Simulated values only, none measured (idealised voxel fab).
Herein follows the process module entitled voxel wiring stack.
The figure presents cross-section cut, which has a width of 300 nm and is divided into square cells with an edge length of 5 nm.
Cross-section format: a grid of square cells, given as bands from top to bottom; each band is one or more rows of cells. First you get the band's top height and its bottom height, in nm, and then the materials it's made of, left to right, with each width in nm. If you see a single material with "throughout", that one covers the band edge to edge. "air" is empty space. Heights are measured from 0, the level below which the as-received wafer is all one material; the lowest band has no bottom and continues downward, written as in "top 0, no bottom". Read "30..40" as a graded width: first number on top, second number at the bottom, same change between each pair of neighbouring rows. No cell of the cross-section changed in a step that is given as "no modification". This entry, "Internal closed voids", enumerates those empty regions of no fewer than 8 cells that possess no open connection to the top. Each region is reported in the form width x height at distance, the distance being taken from the left edge, with all three quantities expressed in nm. Where a step's line continues beyond its settings, the continuation is a remark by the simulator itself on that step. For masked steps, "overlay nm" on the step line gives how far right of plan the mask actually lay; a minus sign means it lay to the left.
**Intended process steps**
1. RECEIVE, material Si
2. CONFORMAL_DEP, material SiO2, thk nm 15
3. DIRECTIONAL_DEP, material TiN, thk nm 5
4. DIRECTIONAL_DEP, material Ru, thk nm 20
5. PATTERN, tone cover, mask id METAL_1, material resist, width nm 20, pitch nm 35, thk nm 20, overlay nm 0
6. DIRECTIONAL_ETCH, etch materials Ru, depth nm 25
7. DIRECTIONAL_ETCH, etch materials TiN, depth nm 5
8. STRIP, etch materials resist
9. FILL_DEP, material SiO2, thk nm 5
10. CMP, height nm 45
11. CONFORMAL_DEP, material SiCN, thk nm 5
12. DIRECTIONAL_DEP, material SiO2, thk nm 30
13. PATTERN, tone open, mask id METAL_2_HOLES, material resist, width nm 15, pitch nm 35, thk nm 20, overlay nm 0
14. DIRECTIONAL_ETCH, etch materials SiO2, depth nm 30
15. STRIP, etch materials resist
16. PATTERN, tone open, mask id METAL_2, material resist, width nm 20, pitch nm 35, thk nm 20, overlay nm 0
17. DIRECTIONAL_ETCH, etch materials SiO2, depth nm 15
18. DIRECTIONAL_ETCH, etch materials SiCN, depth nm 5
19. STRIP, etch materials resist
20. CONFORMAL_DEP, material TiN, thk nm 5
21. FILL_DEP, material Cu, thk nm 10
22. CMP, height nm 80
23. CONFORMAL_DEP, material SiCN, thk nm 5
24. DIRECTIONAL_DEP, material SiO2, thk nm 10
25. MASKED_ETCH, tone open, mask id PLUG_2, width nm 15, pitch nm 35, etch materials SiO2, depth nm 10, overlay nm 0
26. MASKED_ETCH, tone open, mask id PLUG_2, width nm 15, pitch nm 35, etch materials SiCN, depth nm 5, overlay nm 0
27. EPI, material Ru, thk nm 10
28. EPI, material Ru, thk nm 5
29. DIRECTIONAL_DEP, material TiN, thk nm 5
30. DIRECTIONAL_DEP, material Ru, thk nm 20
31. MASKED_ETCH, tone cover, mask id METAL_3, width nm 20, pitch nm 35, etch materials Ru, depth nm 20, overlay nm 0
32. MASKED_ETCH, tone cover, mask id METAL_3, width nm 20, pitch nm 35, etch materials TiN, depth nm 5, overlay nm 0
33. FILL_DEP, material SiO2, thk nm 10
34. CMP, height nm 120
35. CONFORMAL_DEP, material SiCN, thk nm 5
36. DIRECTIONAL_DEP, material SiO2, thk nm 20
37. DIRECTIONAL_DEP, material aC, thk nm 10
38. PATTERN, tone open, mask id PLUG_3, material resist, width nm 15, pitch nm 35, thk nm 25, overlay nm 0
39. DIRECTIONAL_ETCH, etch materials aC, depth nm 10
40. STRIP, etch materials resist
41. DIRECTIONAL_ETCH, etch materials SiO2, depth nm 20
42. DIRECTIONAL_ETCH, etch materials SiCN, depth nm 5
43. STRIP, etch materials aC
44. CONFORMAL_DEP, material TiN, thk nm 5
45. FILL_DEP, material Cu, thk nm 10
46. CMP, height nm 145
47. DIRECTIONAL_DEP, material TiN, thk nm 5
48. DIRECTIONAL_DEP, material W, thk nm 25
49. MASKED_ETCH, tone cover, mask id METAL_4, width nm 20, pitch nm 35, etch materials W, depth nm 25, overlay nm 0
50. MASKED_ETCH, tone cover, mask id METAL_4, width nm 20, pitch nm 35, etch materials TiN, depth nm 5, overlay nm 0
51. CONFORMAL_DEP, material SiN, thk nm 5
52. FILL_DEP, material lowk, thk nm 5
53. CMP, height nm 175
54. CONFORMAL_DEP, material SiN, thk nm 5
The value of thk nm given for step 4 in the plan refers to the first wafer; the wafers vary in this setting and are alike at the start.
**Cross-section of the first of several wafers as received (after step 1)**
    top 0, no bottom  Si throughout
    Internal closed voids: none
**Rows = wafers. At module end, each row lists per material the cells gained (+) or lost (-) since the wafer was received, then the closed voids**
thk nm 20; +48 Cu; +164 Ru; +144 SiCN; +144 SiN; +1244 SiO2; +156 TiN; +80 W; +180 lowk; Internal closed voids: none
thk nm 25; +48 Cu; +180 Ru; +144 SiCN; +144 SiN; +1228 SiO2; +156 TiN; +80 W; +180 lowk; Internal closed voids: none
thk nm 30; +48 Cu; +224 Ru; +144 SiCN; +144 SiN; +1140 SiO2; +200 TiN; +80 W; +180 lowk; Internal closed voids: none
thk nm 35; +48 Cu; +268 Ru; +144 SiCN; +144 SiN; +1096 SiO2; +200 TiN; +80 W; +180 lowk; Internal closed voids: none
thk nm 40; +48 Cu; +312 Ru; +144 SiCN; +144 SiN; +1052 SiO2; +200 TiN; +80 W; +180 lowk; Internal closed voids: none
